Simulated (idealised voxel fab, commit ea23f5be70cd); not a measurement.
The process module that follows is named voxel self aligned contacts.
FYI the section here is cut, 290 nm wide, cells are 5 nm squares.
Reading order for cross-sections: top band down to bottom band. Underlying form: a grid of square cells. Band size: one or more rows of cells.
In this notation a band is specified by the heights of its top and bottom, in that order and in nm, after which its materials appear from left to right, each paired with its width in nm. The word "edge to edge" attached to a single material means that material fills the band from edge to edge; the word "empty" stands for empty space.
Height reference: 0 = level under which incoming wafer is all one material. Lowest band: no bottom, runs on downward, e.g. "0 -> down".
It should be noted that a width expressed as "30..40" varies in equal increments from row to row of cells within the band, taking the value of the first number at the top row and that of the second number at the bottom row.
No cell of the cross-section changed in a step that is given as "same as before".
For the entry "Enclosed void listing", the listed items are empty spaces with no open way to the top whose size is 8 cells or more; each item follows the pattern width x height at distance, where distance is from the left edge and all three are in nm.
Post-settings text on a step line: simulator's own remark regarding the step.
"overlay nm", when on a step's line for a step with a mask, measures how far to the right of its planned place the mask lay; a negative measure means to the left.

-- So here's the lineup of process steps we planned
1,RECEIVE (material Si)
2,OXIDIZE (depth nm 5)
3,DIRECTIONAL_DEP (material polySi; thk nm 25)
4,DIRECTIONAL_DEP (material SiN; thk nm 20)
5,DIRECTIONAL_DEP (material aC; thk nm 10)
6,PATTERN (tone cover; mask id GATE; material resist; width nm 25; pitch nm 60; thk nm 25; overlay nm 0)
7,DIRECTIONAL_ETCH (etch materials aC; depth nm 10)
8,STRIP (etch materials resist)
9,DIRECTIONAL_ETCH (etch materials SiN; depth nm 20)
10,DIRECTIONAL_ETCH (etch materials polySi; depth nm 25)
11,STRIP (etch materials aC)
12,CONFORMAL_DEP (material SiN; thk nm 10)
13,DIRECTIONAL_ETCH (etch materials SiN; depth nm 10)
14,FILL_DEP (material SiO2; thk nm 20)
15,CMP (height nm 55)
16,MASKED_ETCH (tone open; mask id CONTACT; width nm 45; etch materials SiO2; depth nm 60; overlay nm 0)
17,CONFORMAL_DEP (material TiN; thk nm 5)
18,FILL_DEP (material Ru; thk nm 10)
19,CMP (height nm 55)
20,CONFORMAL_DEP (material SiN; thk nm 5)

-- Cross-section of the wafer upon arrival, representing the state reached after step 1
    0 -> down | Si edge to edge
    Enclosed void listing: none

-- Module complete, cross-section. Starting point and plan per above. One mistake made in running the module
    60 -> 55 | SiN edge to edge
    55 -> 45 | SiO2: 120, TiN: 5..10, Ru: 35..5, TiN: 5..30, SiO2: 125
    45 -> 25 | SiO2: 80, SiN: 45, TiN: 5, Ru: 5, TiN: 5, SiN: 45, SiO2: 105
    25 -> 0 | SiO2: 80, SiN: 10, polySi: 25, SiN: 10, TiN: 5, Ru: 5, TiN: 5, SiN: 10, polySi: 25, SiN: 10, SiO2: 105
    0 -> -5 | SiO2: 125, TiN: 15, SiO2: 150
    -5 -> down | Si edge to edge
    Enclosed void listing: none
What was the processing mistake? in deviation from the planned setting, step 6 was conducted as PATTERN (tone cover; mask id GATE; material resist; width nm 25; pitch nm 60; thk nm 25; overlay nm -10)
